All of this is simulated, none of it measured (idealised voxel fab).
process module | voxel quadruple lines
cross-section cut | 280 nm wide | cells 5 nm
A cross-section is a grid of square cells, given in bands from the top down. A band is one or more rows of cells.
Each band's line starts with the height of the band's top and of its bottom, in nm. Then come its materials from left to right, each with its width in nm. One material with "throughout" fills the band from edge to edge. "air" is empty space.
Height 0 is the level under which the wafer as received is all one material. The lowest band goes on downwards, as in "0 down".
A width such as "30 to 40" changes by the same amount from each row of cells to the next, from the band's top row to its bottom row.
"no change" after a step means that no cell of the cross-section changed.
closed voids: empty space of 8 cells or more with no open way to the top, each as width x height at its distance from the left edge, in nm
after a step's settings: what the simulator itself notes on the step
overlay nm, on a step with a mask: how far to the right of its planned place the mask lay; to the left if negative
plan
1 op RECEIVE | material Si
2 op CONFORMAL_DEP | material SiO2 | thk nm 5
3 op DIRECTIONAL_DEP | material W | thk nm 10
4 op DIRECTIONAL_DEP | material polySi | thk nm 15
5 op DIRECTIONAL_DEP | material aC | thk nm 25
6 op PATTERN | tone cover | mask id MANDREL | material resist | width nm 30 | thk nm 35 | overlay nm 0
7 op DIRECTIONAL_ETCH | etch materials aC | depth nm 25
8 op STRIP | etch materials resist
9 op CONFORMAL_DEP | material SiO2 | thk nm 10
10 op DIRECTIONAL_ETCH | etch materials SiO2 | depth nm 10
11 op STRIP | etch materials aC
12 op DIRECTIONAL_ETCH | etch materials polySi | depth nm 15
13 op STRIP | etch materials SiO2
14 op CONFORMAL_DEP | material SiN | thk nm 10
15 op DIRECTIONAL_ETCH | etch materials SiN | depth nm 10
16 op STRIP | etch materials polySi
17 op DIRECTIONAL_ETCH | etch materials W | depth nm 10
18 op STRIP | etch materials SiN
as received, after step 1
  0 down: Si throughout
  closed voids: none
first wafer at the end, as planned
  15 to 5: air 105 | W 10 | air 10 | W 10 | air 10 | W 10 | air 10 | W 10 | air 105
  5 to 0: SiO2 throughout
  0 down: Si throughout
  closed voids: none
second wafer at the end: like start, like plan, one mistake
  15 to 5: air 110 | W 10 | air 5 | W 10 | air 10 | W 10 | air 5 | W 10 | air 110
  5 to 0: SiO2 throughout
  0 down: Si throughout
  closed voids: none
what went wrong: step 9 ran as: op CONFORMAL_DEP | material SiO2 | thk nm 5
at the end the second wafer has, in cells: as many of each material as the first, in other places
